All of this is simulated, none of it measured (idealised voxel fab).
process module | voxel tone inversion
cross-section cut | 265 nm wide | cells 5 nm
A cross-section is a grid of square cells, given in bands from the top down. A band is one or more rows of cells.
Each band's line starts with the height of the band's top and of its bottom, in nm. Then come its materials from left to right, each with its width in nm. One material with "throughout" fills the band from edge to edge. "air" is empty space.
Height 0 is the level under which the wafer as received is all one material. The lowest band goes on downwards, as in "0 down".
A width such as "30 to 40" changes by the same amount from each row of cells to the next, from the band's top row to its bottom row.
"no change" after a step means that no cell of the cross-section changed.
closed voids: empty space of 8 cells or more with no open way to the top, each as width x height at its distance from the left edge, in nm
after a step's settings: what the simulator itself notes on the step
overlay nm, on a step with a mask: how far to the right of its planned place the mask lay; to the left if negative
plan
1 op RECEIVE | material Si
2 op CONFORMAL_DEP | material SiCN | thk nm 5
3 op DIRECTIONAL_DEP | material aC | thk nm 20
4 op PATTERN | tone cover | mask id POSTS | material resist | width nm 20 | pitch nm 45 | thk nm 25 | overlay nm 0
5 op DIRECTIONAL_ETCH | etch materials aC | depth nm 20
6 op STRIP | etch materials resist
7 op FILL_DEP | material lowk | thk nm 5
8 op CMP | height nm 25
9 op STRIP | etch materials aC
10 op CONFORMAL_DEP | material TiN | thk nm 5
11 op FILL_DEP | material Ru | thk nm 5
12 op CMP | height nm 25
13 op CONFORMAL_DEP | material SiCN | thk nm 5
as received, after step 1
  0 down: Si throughout
  closed voids: none
a wafer at the end: this start, this plan, one mistake
  30 to 25: SiCN throughout
  25 to 10: Ru 70 | TiN 5 | lowk 20 | TiN 5 | Ru 15 | TiN 5 | lowk 20 | TiN 5 | Ru 15 | TiN 5 | lowk 20 | TiN 5 | Ru 75
  10 to 5: TiN 75 | lowk 20 | TiN 25 | lowk 20 | TiN 25 | lowk 20 | TiN 80
  5 to 0: SiCN throughout
  0 down: Si throughout
  closed voids: none
what went wrong: step 4 ran as: op PATTERN | tone open | mask id POSTS | material resist | width nm 20 | pitch nm 45 | thk nm 25 | overlay nm 0
